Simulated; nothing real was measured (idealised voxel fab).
The following is a process module called voxel transistor to metal.
Pictured: cross-section cut, 185 nm wide, on a grid of 5 nm square cells.
This document writes a cross-section as a grid whose cells are square, and gives it as bands, listed from the top down; one or more rows of cells form a band.
Band: top height; bottom height; in nm. Then, left to right: material with width in nm, for each material. "full width": a single material spanning edge to edge. "air": empty space.
We count height from 0. Below that, the starting wafer is all one material. The lowest band never ends at the bottom but goes on down; see "0 -> down" for how that is written.
The notation "30 to 40" denotes a width that varies across the rows of cells in the band, beginning at the first number in the top row, finishing at the second number in the bottom row, and changing by an identical amount from each row to the next.
When a step is marked "stayed the same", none of the cells in the cross-section changed during that step.
Voids not open to the top, 8 cells minimum: see "Sealed void listing". Written width x height at distance; distance is from the left edge; nm.
Where a step's line continues beyond its settings, the continuation is a remark by the simulator itself on that step.
The "overlay nm" setting may appear on a step's line; for a step that uses a mask, it gives how far to the right of its planned position the mask lay, and a negative value indicates the left.

PLANNED STEP LIST FOR THE PROCESS
1 op RECEIVE | material Si
2 op OXIDIZE | depth nm 5
3 op CONFORMAL_DEP | material SiN | thk nm 15
4 op DIRECTIONAL_DEP | material aC | thk nm 10
5 op PATTERN | tone cover | mask id ACTIVE | material resist | width nm 105 | thk nm 30 | overlay nm 0
6 op DIRECTIONAL_ETCH | etch materials aC | depth nm 10
7 op STRIP | etch materials resist
8 op DIRECTIONAL_ETCH | etch materials SiN | depth nm 15
9 op DIRECTIONAL_ETCH | etch materials SiO2 | depth nm 5
10 op DIRECTIONAL_ETCH | etch materials Si | depth nm 35
11 op STRIP | etch materials aC
12 op FILL_DEP | material SiO2 | thk nm 10
13 op CMP | height nm 15
14 op SELECTIVE_ETCH | etch materials SiO2 | depth nm 10
15 op STRIP | etch materials SiN
16 op SELECTIVE_ETCH | etch materials SiO2 | depth nm 5
17 op OXIDIZE | depth nm 5
18 op DIRECTIONAL_DEP | material polySi | thk nm 20
19 op DIRECTIONAL_DEP | material SiCN | thk nm 10
20 op MASKED_ETCH | tone cover | mask id GATE | width nm 25 | etch materials SiCN | depth nm 20 | overlay nm 0
21 op MASKED_ETCH | tone cover | mask id GATE | width nm 25 | etch materials polySi | depth nm 30 | overlay nm 0
22 op CONFORMAL_DEP | material SiN | thk nm 5
23 op DIRECTIONAL_ETCH | etch materials SiN | depth nm 5
24 op DIRECTIONAL_ETCH | etch materials SiO2 | depth nm 5
25 op DIRECTIONAL_ETCH | etch materials Si | depth nm 10
26 op EPI | material pSi | thk nm 10
27 op FILL_DEP | material SiO2 | thk nm 10
28 op CMP | height nm 25
29 op DIRECTIONAL_DEP | material SiO2 | thk nm 10
30 op PATTERN | tone open | mask id CONTACT | material resist | width nm 30 | pitch nm 65 | thk nm 15 | overlay nm 0
31 op DIRECTIONAL_ETCH | etch materials SiO2 | depth nm 45
32 op STRIP | etch materials resist
33 op CONFORMAL_DEP | material TiN | thk nm 5
34 op FILL_DEP | material Ru | thk nm 10
35 op CMP | height nm 35
36 op DIRECTIONAL_DEP | material TiN | thk nm 5
37 op DIRECTIONAL_DEP | material W | thk nm 20
38 op DIRECTIONAL_DEP | material aC | thk nm 15
39 op PATTERN | tone cover | mask id METAL_1 | material resist | width nm 15 | pitch nm 80 | thk nm 35 | overlay nm 0
40 op DIRECTIONAL_ETCH | etch materials aC | depth nm 15
41 op STRIP | etch materials resist
42 op DIRECTIONAL_ETCH | etch materials W | depth nm 20
43 op DIRECTIONAL_ETCH | etch materials TiN | depth nm 5
44 op STRIP | etch materials aC
45 op FILL_DEP | material SiO2 | thk nm 10
46 op CMP | height nm 60
47 op CONFORMAL_DEP | material SiCN | thk nm 5
48 op DIRECTIONAL_DEP | material lowk | thk nm 30
49 op DIRECTIONAL_DEP | material aC | thk nm 10
50 op PATTERN | tone open | mask id METAL_2 | material resist | width nm 15 | pitch nm 80 | thk nm 25 | overlay nm 0
51 op DIRECTIONAL_ETCH | etch materials aC | depth nm 10
52 op STRIP | etch materials resist
53 op DIRECTIONAL_ETCH | etch materials lowk | depth nm 15
54 op STRIP | etch materials aC
55 op DIRECTIONAL_DEP | material aC | thk nm 10
56 op PATTERN | tone open | mask id METAL_2_HOLES | material resist | width nm 15 | pitch nm 80 | thk nm 25 | overlay nm 0
57 op DIRECTIONAL_ETCH | etch materials aC | depth nm 10
58 op STRIP | etch materials resist
59 op DIRECTIONAL_ETCH | etch materials lowk | depth nm 15
60 op DIRECTIONAL_ETCH | etch materials SiCN | depth nm 5
61 op STRIP | etch materials aC
62 op CONFORMAL_DEP | material TiN | thk nm 5
63 op FILL_DEP | material Cu | thk nm 10
64 op CMP | height nm 95
65 op CONFORMAL_DEP | material SiCN | thk nm 5

CROSS-SECTION OF THE INCOMING WAFER, STATE AFTER STEP 1
* 0 -> down = Si full width
* Sealed void listing: none

FIRST OF TWO WAFERS: CROSS-SECTION AT END OF MODULE, RUN PER PLAN
* 100 -> 95 = SiCN full width
* 95 -> 65 = lowk: 45 / TiN: 5 / Cu: 5 / TiN: 5 / lowk: 65 / TiN: 5 / Cu: 5 / TiN: 5 / lowk: 45
* 65 -> 60 = SiCN: 45 / TiN: 15 / SiCN: 65 / TiN: 15 / SiCN: 45
* 60 -> 40 = SiO2: 45 / W: 15 / SiO2: 65 / W: 15 / SiO2: 45
* 40 -> 35 = SiO2: 45 / TiN: 15 / SiO2: 65 / TiN: 15 / SiO2: 45
* 35 -> 25 = SiO2: 45 / TiN: 5 / Ru: 20 / TiN: 5 / SiO2: 35 / TiN: 5 / Ru: 20 / TiN: 5 / SiO2: 45
* 25 -> 15 = SiO2: 45 / TiN: 5 / Ru: 20 / TiN: 5 / SiN: 5 / SiCN: 25 / SiN: 5 / TiN: 5 / Ru: 20 / TiN: 5 / SiO2: 45
* 15 -> 5 = SiO2: 45 / TiN: 5 / Ru: 20 / TiN: 5 / SiN: 5 / polySi: 25 / SiN: 5 / TiN: 5 / Ru: 20 / TiN: 5 / SiO2: 45
* 5 -> 0 = SiO2: 45 / TiN: 5 / Ru: 10 / TiN: 15 / SiN: 5 / polySi: 25 / SiN: 5 / TiN: 15 / Ru: 10 / TiN: 5 / SiO2: 45
* 0 -> -5 = SiO2: 35 / SiN: 5 / SiO2: 5 / TiN: 5 / Ru: 10 / TiN: 5 / pSi: 10 / SiN: 5 / polySi: 25 / SiN: 5 / pSi: 10 / TiN: 5 / Ru: 10 / TiN: 5 / SiO2: 5 / SiN: 5 / SiO2: 35
* -5 -> -10 = SiO2: 45 / TiN: 20 / pSi: 10 / SiO2: 35 / pSi: 10 / TiN: 20 / SiO2: 45
* -10 -> -20 = SiO2: 40 / pSi: 35 / Si: 35 / pSi: 35 / SiO2: 40
* -20 -> -40 = SiO2: 40 / Si: 105 / SiO2: 40
* -40 -> down = Si full width
* Sealed void listing: none

SAME START, SAME PLAN AS THE FIRST WAFER - BUT ONE MISTAKE IN THE RUN. CROSS-SECTION OF THE SECOND OF THE TWO AT THE END OF THE MODULE
* 100 -> 95 = SiCN full width
* 95 -> 90 = SiCN: 45 / TiN: 15 / SiCN: 65 / TiN: 15 / SiCN: 45
* 90 -> 60 = lowk full width
* 60 -> 40 = SiO2: 45 / W: 15 / SiO2: 65 / W: 15 / SiO2: 45
* 40 -> 35 = SiO2: 45 / TiN: 15 / SiO2: 65 / TiN: 15 / SiO2: 45
* 35 -> 25 = SiO2: 45 / TiN: 5 / Ru: 20 / TiN: 5 / SiO2: 35 / TiN: 5 / Ru: 20 / TiN: 5 / SiO2: 45
* 25 -> 15 = SiO2: 45 / TiN: 5 / Ru: 20 / TiN: 5 / SiN: 5 / SiCN: 25 / SiN: 5 / TiN: 5 / Ru: 20 / TiN: 5 / SiO2: 45
* 15 -> 5 = SiO2: 45 / TiN: 5 / Ru: 20 / TiN: 5 / SiN: 5 / polySi: 25 / SiN: 5 / TiN: 5 / Ru: 20 / TiN: 5 / SiO2: 45
* 5 -> 0 = SiO2: 45 / TiN: 5 / Ru: 10 / TiN: 15 / SiN: 5 / polySi: 25 / SiN: 5 / TiN: 15 / Ru: 10 / TiN: 5 / SiO2: 45
* 0 -> -5 = SiO2: 35 / SiN: 5 / SiO2: 5 / TiN: 5 / Ru: 10 / TiN: 5 / pSi: 10 / SiN: 5 / polySi: 25 / SiN: 5 / pSi: 10 / TiN: 5 / Ru: 10 / TiN: 5 / SiO2: 5 / SiN: 5 / SiO2: 35
* -5 -> -10 = SiO2: 45 / TiN: 20 / pSi: 10 / SiO2: 35 / pSi: 10 / TiN: 20 / SiO2: 45
* -10 -> -20 = SiO2: 40 / pSi: 35 / Si: 35 / pSi: 35 / SiO2: 40
* -20 -> -40 = SiO2: 40 / Si: 105 / SiO2: 40
* -40 -> down = Si full width
* Sealed void listing: none
Plan not followed: sequence error: steps 47 and 48 interchanged
Final wafer comparison in cells, second versus first, more or fewer per material: Cu: 12 fewer, TiN: 24 fewer, lowk: 36 more
